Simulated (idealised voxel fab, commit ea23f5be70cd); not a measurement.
process module | voxel self aligned vias
cross-section cut | 235 nm wide | cells 5 nm
A cross-section is a grid of square cells, given in bands from the top down. A band is one or more rows of cells.
Each band's line starts with the height of the band's top and of its bottom, in nm. Then come its materials from left to right, each with its width in nm. One material with "throughout" fills the band from edge to edge. "air" is empty space.
Height 0 is the level under which the wafer as received is all one material. The lowest band goes on downwards, as in "0 down".
A width such as "30 to 40" changes by the same amount from each row of cells to the next, from the band's top row to its bottom row.
"no change" after a step means that no cell of the cross-section changed.
closed voids: empty space of 8 cells or more with no open way to the top, each as width x height at its distance from the left edge, in nm
after a step's settings: what the simulator itself notes on the step
overlay nm, on a step with a mask: how far to the right of its planned place the mask lay; to the left if negative
plan
1 op RECEIVE | material Si
2 op CONFORMAL_DEP | material SiO2 | thk nm 15
3 op CONFORMAL_DEP | material SiCN | thk nm 5
4 op DIRECTIONAL_DEP | material SiO2 | thk nm 30
5 op MASKED_ETCH | tone open | mask id LINES | width nm 30 | pitch nm 65 | etch materials SiO2 | depth nm 30 | overlay nm 0
6 op CONFORMAL_DEP | material TiN | thk nm 5
7 op FILL_DEP | material Ru | thk nm 10
8 op CMP | height nm 50
9 op SELECTIVE_ETCH | etch materials W Ru TiN | depth nm 5
10 op FILL_DEP | material SiN | thk nm 5
11 op CMP | height nm 50
12 op DIRECTIONAL_DEP | material SiO2 | thk nm 20
13 op DIRECTIONAL_DEP | material aC | thk nm 10
14 op PATTERN | tone open | mask id VIAS | material resist | width nm 40 | pitch nm 65 | thk nm 25 | overlay nm 0
15 op DIRECTIONAL_ETCH | etch materials aC | depth nm 10
16 op STRIP | etch materials resist
17 op DIRECTIONAL_ETCH | etch materials SiO2 | depth nm 20
18 op DIRECTIONAL_ETCH | etch materials SiN | depth nm 5
19 op STRIP | etch materials aC
20 op CONFORMAL_DEP | material TiN | thk nm 5
21 op FILL_DEP | material W | thk nm 5
22 op CMP | height nm 70
23 op CONFORMAL_DEP | material SiN | thk nm 5
as received, after step 1
  0 down: Si throughout
  closed voids: none
a wafer at the end: this start, this plan, one mistake
  75 to 70: SiN throughout
  70 to 55: SiO2 70 | TiN 5 | W 30 | TiN 5 | SiO2 25 | TiN 5 | W 30 | TiN 5 | SiO2 60
  55 to 50: SiO2 70 | TiN 5 | W 20 | TiN 15 | SiO2 25 | TiN 5 | W 20 | TiN 15 | SiO2 60
  50 to 45: SiO2 70 | TiN 30 | SiO2 35 | TiN 30 | SiO2 70
  45 to 25: SiO2 70 | TiN 5 | Ru 20 | TiN 5 | SiO2 35 | TiN 5 | Ru 20 | TiN 5 | SiO2 70
  25 to 20: SiO2 70 | TiN 30 | SiO2 35 | TiN 30 | SiO2 70
  20 to 15: SiCN throughout
  15 to 0: SiO2 throughout
  0 down: Si throughout
  closed voids: none
what went wrong: step 14 ran as: op PATTERN | tone open | mask id VIAS | material resist | width nm 40 | pitch nm 65 | thk nm 25 | overlay nm 5
